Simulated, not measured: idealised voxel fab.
process module | voxel self aligned vias
cross-section cut | 280 nm wide | cells 5 nm
A cross-section is a grid of square cells, given in bands from the top down. A band is one or more rows of cells.
Each band's line starts with the height of the band's top and of its bottom, in nm. Then come its materials from left to right, each with its width in nm. One material with "throughout" fills the band from edge to edge. "air" is empty space.
Height 0 is the level under which the wafer as received is all one material. The lowest band goes on downwards, as in "0 down".
A width such as "30 to 40" changes by the same amount from each row of cells to the next, from the band's top row to its bottom row.
"no change" after a step means that no cell of the cross-section changed.
closed voids: empty space of 8 cells or more with no open way to the top, each as width x height at its distance from the left edge, in nm
after a step's settings: what the simulator itself notes on the step
overlay nm, on a step with a mask: how far to the right of its planned place the mask lay; to the left if negative
plan
1 op RECEIVE | material Si
2 op CONFORMAL_DEP | material SiO2 | thk nm 15
3 op CONFORMAL_DEP | material SiCN | thk nm 5
4 op DIRECTIONAL_DEP | material SiO2 | thk nm 30
5 op PATTERN | tone open | mask id LINES | material resist | width nm 30 | pitch nm 70 | thk nm 20 | overlay nm 0
6 op DIRECTIONAL_ETCH | etch materials SiO2 | depth nm 30
7 op STRIP | etch materials resist
8 op CONFORMAL_DEP | material TiN | thk nm 5
9 op FILL_DEP | material Ru | thk nm 5
10 op CMP | height nm 50
11 op SELECTIVE_ETCH | etch materials W Ru TiN | depth nm 10
12 op FILL_DEP | material SiN | thk nm 5
13 op CMP | height nm 50
14 op DIRECTIONAL_DEP | material SiO2 | thk nm 15
15 op MASKED_ETCH | tone open | mask id VIAS | width nm 50 | pitch nm 70 | etch materials SiO2 | depth nm 15 | overlay nm 0
16 op MASKED_ETCH | tone open | mask id VIAS | width nm 50 | pitch nm 70 | etch materials SiN | depth nm 10 | overlay nm 0
17 op CONFORMAL_DEP | material TiN | thk nm 5
18 op FILL_DEP | material Ru | thk nm 5
19 op CMP | height nm 65
20 op CONFORMAL_DEP | material SiN | thk nm 5
as received, after step 1
  0 down: Si throughout
  closed voids: none
first wafer at the end, as planned
  70 to 65: SiN throughout
  65 to 55: SiO2 45 | TiN 5 | Ru 40 | TiN 5 | SiO2 20 | TiN 5 | Ru 40 | TiN 5 | SiO2 20 | TiN 5 | Ru 40 | TiN 5 | SiO2 45
  55 to 45: SiO2 45 to 55 | TiN 15 to 5 | Ru 20 | TiN 15 to 5 | SiO2 20 to 40 | TiN 15 to 5 | Ru 20 | TiN 15 to 5 | SiO2 20 to 40 | TiN 15 to 5 | Ru 20 | TiN 15 to 5 | SiO2 45 to 55
  45 to 40: SiO2 55 | TiN 30 | SiO2 40 | TiN 30 | SiO2 40 | TiN 30 | SiO2 55
  40 to 25: SiO2 55 | TiN 5 | Ru 20 | TiN 5 | SiO2 40 | TiN 5 | Ru 20 | TiN 5 | SiO2 40 | TiN 5 | Ru 20 | TiN 5 | SiO2 55
  25 to 20: SiO2 55 | TiN 30 | SiO2 40 | TiN 30 | SiO2 40 | TiN 30 | SiO2 55
  20 to 15: SiCN throughout
  15 to 0: SiO2 throughout
  0 down: Si throughout
  closed voids: none
second wafer at the end: like start, like plan, one mistake
  70 to 65: SiN throughout
  65 to 55: SiO2 45 | TiN 5 | Ru 40 | TiN 5 | SiO2 20 | TiN 5 | Ru 40 | TiN 5 | SiO2 20 | TiN 5 | Ru 40 | TiN 5 | SiO2 45
  55 to 45: SiO2 45 to 65 | TiN 25 to 5 | Ru 20 | TiN 5 | SiO2 20 to 40 | TiN 25 to 5 | Ru 20 | TiN 5 | SiO2 20 to 40 | TiN 25 to 5 | Ru 20 | TiN 5 | SiO2 45
  45 to 40: SiO2 65 | TiN 30 | SiO2 40 | TiN 30 | SiO2 40 | TiN 30 | SiO2 45
  40 to 25: SiO2 65 | TiN 5 | Ru 20 | TiN 5 | SiO2 40 | TiN 5 | Ru 20 | TiN 5 | SiO2 40 | TiN 5 | Ru 20 | TiN 5 | SiO2 45
  25 to 20: SiO2 65 | TiN 30 | SiO2 40 | TiN 30 | SiO2 40 | TiN 30 | SiO2 45
  20 to 15: SiCN throughout
  15 to 0: SiO2 throughout
  0 down: Si throughout
  closed voids: none
what went wrong: step 5 ran as: op PATTERN | tone open | mask id LINES | material resist | width nm 30 | pitch nm 70 | thk nm 20 | overlay nm 10
at the end the second wafer has, in cells: as many of each material as the first, in other places
